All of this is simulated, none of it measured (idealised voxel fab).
Documented hereafter: the process module known as voxel lift off.
Displayed cross-section: cut, width of 155 nm, square cells sized 5 nm.
Heads up, the way a cross-section reads in here is a grid of square cells, handed over as bands from the top down, with every band being one or more rows of cells. Heights first: top, then bottom, in nm. Then materials, left to right, each with a width in nm. "throughout" on a single material: fills the band edge to edge. "air": empty space. Convention: height 0 is the level below which the wafer, as received, is all one material. The lowest band does not terminate at the bottom but continues downward, represented as "top 0, no bottom". Read "30->40" as a graded width: first number on top, second number at the bottom, same change between each pair of neighbouring rows. "no change occurred" after a step means that no cell of the cross-section changed. The entry titled "Closed cavity list" provides the empty spaces that have no open way to the top, restricted to those of 8 cells or more. Each is presented as width x height at distance, the distance being measured from the left edge, with all three in nm. Step line, after settings: the simulator's comment on this step. Among the settings permitted on a step's line is "overlay nm"; applied to a step with a mask, it specifies the extent to which the mask lay to the right of its planned position, whereas a negative figure signifies a position to the left.

LISTED BELOW ARE THE PROCESS STEPS AS PLANNED
- 1: RECEIVE with material Si
- 2: CONFORMAL_DEP with material SiO2, thk nm 15
- 3: PATTERN with tone open, mask id LINES, material resist, width nm 20, pitch nm 50, thk nm 30, overlay nm 0
- 4: DIRECTIONAL_DEP with material Ru, thk nm 15
- 5: STRIP with etch materials resist
- 6: CONFORMAL_DEP with material SiCN, thk nm 10

WAFER AT RECEIPT (POST STEP 1), CROSS-SECTION
* top 0, no bottom: Si throughout
* Closed cavity list: none

STARTING WAFER: ABOVE. PLAN: ABOVE. RUN: ONE MISTAKE. CROSS-SECTION AFTER THE MODULE: BELOW
* top 55, bottom 45: air 5 nm, SiCN 40 nm, air 10 nm, SiCN 40 nm, air 10 nm, SiCN 40 nm, air 10 nm
* top 45, bottom 40: air 5 nm, SiCN 10 nm, Ru 20 nm, SiCN 10 nm, air 10 nm, SiCN 10 nm, Ru 20 nm, SiCN 10 nm, air 10 nm, SiCN 10 nm, Ru 20 nm, SiCN 10 nm, air 10 nm
* top 40, bottom 30: SiCN 15 nm, Ru 20 nm, SiCN 30 nm, Ru 20 nm, SiCN 30 nm, Ru 20 nm, SiCN 20 nm
* top 30, bottom 0: SiO2 throughout
* top 0, no bottom: Si throughout
* Closed cavity list: none
Short version of what went wrong: in the plan, step 2 was performed twice
